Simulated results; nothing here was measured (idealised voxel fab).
process module | voxel air gaps
cross-section cut | 285 nm wide | cells 5 nm
A cross-section is a grid of square cells, given in bands from the top down. A band is one or more rows of cells.
Each band's line starts with the height of the band's top and of its bottom, in nm. Then come its materials from left to right, each with its width in nm. One material with "throughout" fills the band from edge to edge. "air" is empty space.
Height 0 is the level under which the wafer as received is all one material. The lowest band goes on downwards, as in "0 down".
A width such as "30 to 40" changes by the same amount from each row of cells to the next, from the band's top row to its bottom row.
"no change" after a step means that no cell of the cross-section changed.
closed voids: empty space of 8 cells or more with no open way to the top, each as width x height at its distance from the left edge, in nm
after a step's settings: what the simulator itself notes on the step
overlay nm, on a step with a mask: how far to the right of its planned place the mask lay; to the left if negative
plan
1 op RECEIVE | material Si
2 op CONFORMAL_DEP | material SiO2 | thk nm 15
3 op CONFORMAL_DEP | material SiN | thk nm 5
4 op DIRECTIONAL_DEP | material lowk | thk nm 30
5 op MASKED_ETCH | tone open | mask id LINES | width nm 20 | pitch nm 50 | etch materials lowk | depth nm 30 | overlay nm 0
6 op CONFORMAL_DEP | material TiN | thk nm 5
7 op FILL_DEP | material Cu | thk nm 10
8 op CMP | height nm 50
9 op EPI | material Ru | thk nm 10
10 op SELECTIVE_ETCH | etch materials lowk | depth nm 40
11 op CONFORMAL_DEP | material SiN | thk nm 5
first wafer, as planned
as received, after step 1
  0 down: Si throughout
  closed voids: none
after step 2
  15 to 0: SiO2 throughout
  below 0: unchanged
after step 3
  20 to 15: SiN throughout
  below 15: unchanged
after step 4
  50 to 20: lowk throughout
  below 20: unchanged
after step 5
  50 to 20: lowk 55 | air 20 | lowk 30 | air 20 | lowk 30 | air 20 | lowk 30 | air 20 | lowk 60
  below 20: unchanged
after step 6
  55 to 50: TiN 60 | air 10 | TiN 40 | air 10 | TiN 40 | air 10 | TiN 40 | air 10 | TiN 65
  50 to 25: lowk 55 | TiN 5 | air 10 | TiN 5 | lowk 30 | TiN 5 | air 10 | TiN 5 | lowk 30 | TiN 5 | air 10 | TiN 5 | lowk 30 | TiN 5 | air 10 | TiN 5 | lowk 60
  25 to 20: lowk 55 | TiN 20 | lowk 30 | TiN 20 | lowk 30 | TiN 20 | lowk 30 | TiN 20 | lowk 60
  below 20: unchanged
after step 7
  65 to 55: Cu throughout
  55 to 50: TiN 60 | Cu 10 | TiN 40 | Cu 10 | TiN 40 | Cu 10 | TiN 40 | Cu 10 | TiN 65
  50 to 25: lowk 55 | TiN 5 | Cu 10 | TiN 5 | lowk 30 | TiN 5 | Cu 10 | TiN 5 | lowk 30 | TiN 5 | Cu 10 | TiN 5 | lowk 30 | TiN 5 | Cu 10 | TiN 5 | lowk 60
  below 25: unchanged
after step 8
  50 to 25: lowk 55 | TiN 5 | Cu 10 | TiN 5 | lowk 30 | TiN 5 | Cu 10 | TiN 5 | lowk 30 | TiN 5 | Cu 10 | TiN 5 | lowk 30 | TiN 5 | Cu 10 | TiN 5 | lowk 60
  below 25: unchanged
after step 9
  60 to 50: air 45 | Ru 40 | air 10 | Ru 40 | air 10 | Ru 40 | air 10 | Ru 40 | air 50
  below 50: unchanged
after step 10
  60 to 50: air 45 | Ru 40 | air 10 | Ru 40 | air 10 | Ru 40 | air 10 | Ru 40 | air 50
  50 to 25: air 55 | TiN 5 | Cu 10 | TiN 5 | air 30 | TiN 5 | Cu 10 | TiN 5 | air 30 | TiN 5 | Cu 10 | TiN 5 | air 30 | TiN 5 | Cu 10 | TiN 5 | air 60
  25 to 20: air 55 | TiN 20 | air 30 | TiN 20 | air 30 | TiN 20 | air 30 | TiN 20 | air 60
  below 20: unchanged
after step 11
  65 to 60: air 40 | SiN 200 | air 45
  60 to 50: air 40 | SiN 5 | Ru 40 | SiN 10 | Ru 40 | SiN 10 | Ru 40 | SiN 10 | Ru 40 | SiN 5 | air 45
  50 to 45: air 40 | SiN 15 | TiN 5 | Cu 10 | TiN 5 | SiN 30 | TiN 5 | Cu 10 | TiN 5 | SiN 30 | TiN 5 | Cu 10 | TiN 5 | SiN 30 | TiN 5 | Cu 10 | TiN 5 | SiN 15 | air 45
  45 to 25: air 50 | SiN 5 | TiN 5 | Cu 10 | TiN 5 | SiN 5 | air 20 | SiN 5 | TiN 5 | Cu 10 | TiN 5 | SiN 5 | air 20 | SiN 5 | TiN 5 | Cu 10 | TiN 5 | SiN 5 | air 20 | SiN 5 | TiN 5 | Cu 10 | TiN 5 | SiN 5 | air 55
  25 to 20: SiN 55 | TiN 20 | SiN 30 | TiN 20 | SiN 30 | TiN 20 | SiN 30 | TiN 20 | SiN 60
  below 20: unchanged
  closed voids: 20 x 20 at 80; 20 x 20 at 130; 20 x 20 at 180
second wafer: like start, like plan, one mistake. Through step 2 it matches the first wafer
when step 3 should have ended
  45 to 15: lowk throughout
  below 15: unchanged
when step 4 should have ended
  50 to 45: SiN throughout
  below 45: unchanged
when step 5 should have ended: no change
when step 6 should have ended
  55 to 50: TiN throughout
  below 50: unchanged
when step 7 should have ended
  65 to 55: Cu throughout
  below 55: unchanged
when step 8 should have ended
  50 to 45: SiN throughout
  below 45: unchanged
when step 9 should have ended: no change
when step 10 should have ended: no change
when step 11 should have ended
  55 to 45: SiN throughout
  below 45: unchanged
what went wrong: steps 3 and 4 were swapped
at the end the second wafer has, in cells: 40 fewer of Cu | 64 fewer of Ru | 96 fewer of SiN | 56 fewer of TiN | 342 more of lowk
closed voids at the end (first wafer, second wafer): 3, 0
